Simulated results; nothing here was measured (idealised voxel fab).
process module | voxel self aligned vias
cross-section cut | 160 nm wide | cells 5 nm
A cross-section is a grid of square cells, given in bands from the top down. A band is one or more rows of cells.
Each band's line starts with the height of the band's top and of its bottom, in nm. Then come its materials from left to right, each with its width in nm. One material with "throughout" fills the band from edge to edge. "air" is empty space.
Height 0 is the level under which the wafer as received is all one material. The lowest band goes on downwards, as in "0 down".
A width such as "30 to 40" changes by the same amount from each row of cells to the next, from the band's top row to its bottom row.
"no change" after a step means that no cell of the cross-section changed.
closed voids: empty space of 8 cells or more with no open way to the top, each as width x height at its distance from the left edge, in nm
after a step's settings: what the simulator itself notes on the step
overlay nm, on a step with a mask: how far to the right of its planned place the mask lay; to the left if negative
plan
1 op RECEIVE | material Si
2 op CONFORMAL_DEP | material SiO2 | thk nm 15
3 op CONFORMAL_DEP | material SiCN | thk nm 5
4 op DIRECTIONAL_DEP | material lowk | thk nm 20
5 op MASKED_ETCH | tone open | mask id LINES | width nm 20 | pitch nm 45 | etch materials lowk | depth nm 20 | overlay nm 0
6 op CONFORMAL_DEP | material TiN | thk nm 5
7 op FILL_DEP | material W | thk nm 5
8 op CMP | height nm 40
9 op SELECTIVE_ETCH | etch materials W Ru TiN | depth nm 10
10 op FILL_DEP | material SiN | thk nm 5
11 op CMP | height nm 40
12 op DIRECTIONAL_DEP | material lowk | thk nm 15
13 op PATTERN | tone open | mask id VIAS | material resist | width nm 30 | pitch nm 45 | thk nm 20 | overlay nm 0
14 op DIRECTIONAL_ETCH | etch materials lowk | depth nm 15
15 op DIRECTIONAL_ETCH | etch materials SiN | depth nm 10
16 op STRIP | etch materials resist
17 op CONFORMAL_DEP | material TiN | thk nm 5
18 op FILL_DEP | material Ru | thk nm 5
19 op CMP | height nm 55
20 op CONFORMAL_DEP | material SiN | thk nm 5
as received, after step 1
  0 down: Si throughout
  closed voids: none
first wafer at the end, as planned
  60 to 55: SiN throughout
  55 to 45: lowk 40 | TiN 5 | Ru 20 | TiN 5 | lowk 15 | TiN 5 | Ru 20 | TiN 5 | lowk 45
  45 to 35: lowk 40 to 45 | TiN 10 to 5 | Ru 10 | TiN 10 to 5 | lowk 15 to 25 | TiN 10 to 5 | Ru 10 | TiN 10 to 5 | lowk 45 to 50
  35 to 30: lowk 45 | TiN 20 | lowk 25 | TiN 20 | lowk 50
  30 to 25: lowk 45 | TiN 5 | W 10 | TiN 5 | lowk 25 | TiN 5 | W 10 | TiN 5 | lowk 50
  25 to 20: lowk 45 | TiN 20 | lowk 25 | TiN 20 | lowk 50
  20 to 15: SiCN throughout
  15 to 0: SiO2 throughout
  0 down: Si throughout
  closed voids: none
second wafer at the end: like start, like plan, one mistake
  60 to 55: SiN throughout
  55 to 35: lowk 40 | TiN 5 | Ru 20 | TiN 5 | lowk 15 | TiN 5 | Ru 20 | TiN 5 | lowk 45
  35 to 30: lowk 40 | TiN 30 | lowk 15 | TiN 30 | lowk 45
  30 to 25: lowk 40 | TiN 10 | W 10 | TiN 10 | lowk 15 | TiN 10 | W 10 | TiN 10 | lowk 45
  25 to 20: lowk 45 | TiN 20 | lowk 25 | TiN 20 | lowk 50
  20 to 15: SiCN throughout
  15 to 0: SiO2 throughout
  0 down: Si throughout
  closed voids: none
what went wrong: step 14 was run twice
at the end the second wafer has, in cells: 8 more of Ru | 4 more of TiN | 12 fewer of lowk
